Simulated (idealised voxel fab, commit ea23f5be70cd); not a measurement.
The name of this process module is voxel wiring stack.
FYI the section here is cut, 290 nm wide, cells are 5 nm squares.
If you're reading a cross-section in this doc, picture square cells in a grid; it comes to you as bands, top ones listed first down to the bottom, and a band can be one or more rows of cells.
In this notation a band is specified by the heights of its top and bottom, in that order and in nm, after which its materials appear from left to right, each paired with its width in nm. The word "full width" attached to a single material means that material fills the band from edge to edge; the word "air" stands for empty space.
A quick word on heights: they are counted from 0, and under that level the wafer as it came to us is one material throughout. The lowest band is different from the rest in having no bottom; it simply continues downward, written as in "z 0 and below".
The expression "30 to 40" gives the width at the extremes of the band, the first number at its top row of cells and the second at its bottom row, with the width changing by equal amounts from each row to the next in between.
The cross-section has no changed cell in any step marked "remains unaltered".
For the entry "Closed internal voids", the listed items are empty spaces with no open way to the top whose size is 8 cells or more; each item follows the pattern width x height at distance, where distance is from the left edge and all three are in nm.
after a step's settings: what the simulator itself notes on the step
For masked steps, "overlay nm" on the step line gives how far right of plan the mask actually lay; a minus sign means it lay to the left.
## Process steps (planned)
1,RECEIVE | material Si
2,CONFORMAL_DEP | material SiO2 | thk nm 15
3,CONFORMAL_DEP | material SiCN | thk nm 5
4,DIRECTIONAL_DEP | material lowk | thk nm 20
5,DIRECTIONAL_DEP | material aC | thk nm 10
6,PATTERN | tone open | mask id METAL_1 | material resist | width nm 30 | pitch nm 45 | thk nm 25 | overlay nm 0
7,DIRECTIONAL_ETCH | etch materials aC | depth nm 10
8,STRIP | etch materials resist
9,DIRECTIONAL_ETCH | etch materials lowk | depth nm 20
10,DIRECTIONAL_ETCH | etch materials SiCN | depth nm 5
11,STRIP | etch materials aC
12,CONFORMAL_DEP | material TiN | thk nm 5
13,FILL_DEP | material Cu | thk nm 10
14,CMP | height nm 40
15,CONFORMAL_DEP | material SiCN | thk nm 5
16,DIRECTIONAL_DEP | material SiO2 | thk nm 15
17,PATTERN | tone open | mask id PLUG_1 | material resist | width nm 15 | pitch nm 45 | thk nm 15 | overlay nm 0
18,DIRECTIONAL_ETCH | etch materials SiO2 | depth nm 15
19,DIRECTIONAL_ETCH | etch materials SiCN | depth nm 5
20,STRIP | etch materials resist
21,EPI | material Ru | thk nm 10
22,EPI | material Ru | thk nm 10
23,CONFORMAL_DEP | material SiCN | thk nm 5
24,DIRECTIONAL_DEP | material lowk | thk nm 20
25,MASKED_ETCH | tone open | mask id METAL_2 | width nm 30 | pitch nm 45 | etch materials lowk | depth nm 20 | overlay nm 0
26,MASKED_ETCH | tone open | mask id METAL_2 | width nm 30 | pitch nm 45 | etch materials SiCN | depth nm 5 | overlay nm 0
27,CONFORMAL_DEP | material TiN | thk nm 5
28,FILL_DEP | material W | thk nm 10
29,CMP | height nm 85
30,CONFORMAL_DEP | material SiCN | thk nm 5
31,DIRECTIONAL_DEP | material lowk | thk nm 25
32,PATTERN | tone open | mask id METAL_3_HOLES | material resist | width nm 15 | pitch nm 90 | thk nm 15 | overlay nm 0
33,DIRECTIONAL_ETCH | etch materials lowk | depth nm 25
34,STRIP | etch materials resist
35,DIRECTIONAL_DEP | material aC | thk nm 15
36,PATTERN | tone open | mask id METAL_3 | material resist | width nm 30 | pitch nm 45 | thk nm 35 | overlay nm 0
37,DIRECTIONAL_ETCH | etch materials aC | depth nm 15
38,STRIP | etch materials resist
39,DIRECTIONAL_ETCH | etch materials lowk | depth nm 15
40,DIRECTIONAL_ETCH | etch materials SiCN | depth nm 5
41,STRIP | etch materials aC
42,CONFORMAL_DEP | material TiN | thk nm 5
43,FILL_DEP | material Cu | thk nm 5
44,CMP | height nm 115
45,CONFORMAL_DEP | material SiCN | thk nm 5
## Here's what the wafer looked like in cross-section when it arrived - that's after step 1
> z 0 and below = Si full width
> Closed internal voids: none
## a wafer at the end: this start, this plan, one mistake
> z 120 to 115 = SiCN full width
> z 115 to 110 = lowk: 60 | TiN: 5 | Cu: 5 | TiN: 20 | lowk: 15 | TiN: 30 | lowk: 15 | TiN: 5 | Cu: 5 | TiN: 20 | lowk: 15 | TiN: 30 | lowk: 65
> z 110 to 100 = lowk: 60 | TiN: 5 | Cu: 5 | TiN: 5 | lowk: 75 | TiN: 5 | Cu: 5 | TiN: 5 | lowk: 125
> z 100 to 95 = SiCN: 60 | TiN: 15 | SiCN: 75 | TiN: 15 | SiCN: 125
> z 95 to 85 = SiCN full width
> z 85 to 65 = lowk: 60 | TiN: 5 | W: 20 | TiN: 5 | lowk: 15 | TiN: 5 | W: 20 | TiN: 5 | lowk: 15 | TiN: 5 | W: 20 | TiN: 5 | lowk: 15 | TiN: 5 | W: 20 | TiN: 5 | lowk: 65
> z 65 to 60 = SiCN: 60 | TiN: 30 | SiCN: 15 | TiN: 30 | SiCN: 15 | TiN: 30 | SiCN: 15 | TiN: 30 | SiCN: 65
> z 60 to 45 = SiO2: 60 | Ru: 15 | SiO2: 30 | Ru: 15 | SiO2: 30 | Ru: 15 | SiO2: 30 | Ru: 15 | SiO2: 80
> z 45 to 40 = SiCN: 60 | Ru: 15 | SiCN: 30 | Ru: 15 | SiCN: 30 | Ru: 15 | SiCN: 30 | Ru: 15 | SiCN: 80
> z 40 to 20 = lowk: 60 | TiN: 5 | Cu: 20 | TiN: 5 | lowk: 15 | TiN: 5 | Cu: 20 | TiN: 5 | lowk: 15 | TiN: 5 | Cu: 20 | TiN: 5 | lowk: 15 | TiN: 5 | Cu: 20 | TiN: 5 | lowk: 65
> z 20 to 15 = SiCN: 60 | TiN: 30 | SiCN: 15 | TiN: 30 | SiCN: 15 | TiN: 30 | SiCN: 15 | TiN: 30 | SiCN: 65
> z 15 to 0 = SiO2 full width
> z 0 and below = Si full width
> Closed internal voids: none
Against the plan, the run slipped here: step 30 ran with different settings than intended, the actual operation and settings being CONFORMAL_DEP | material SiCN | thk nm 15
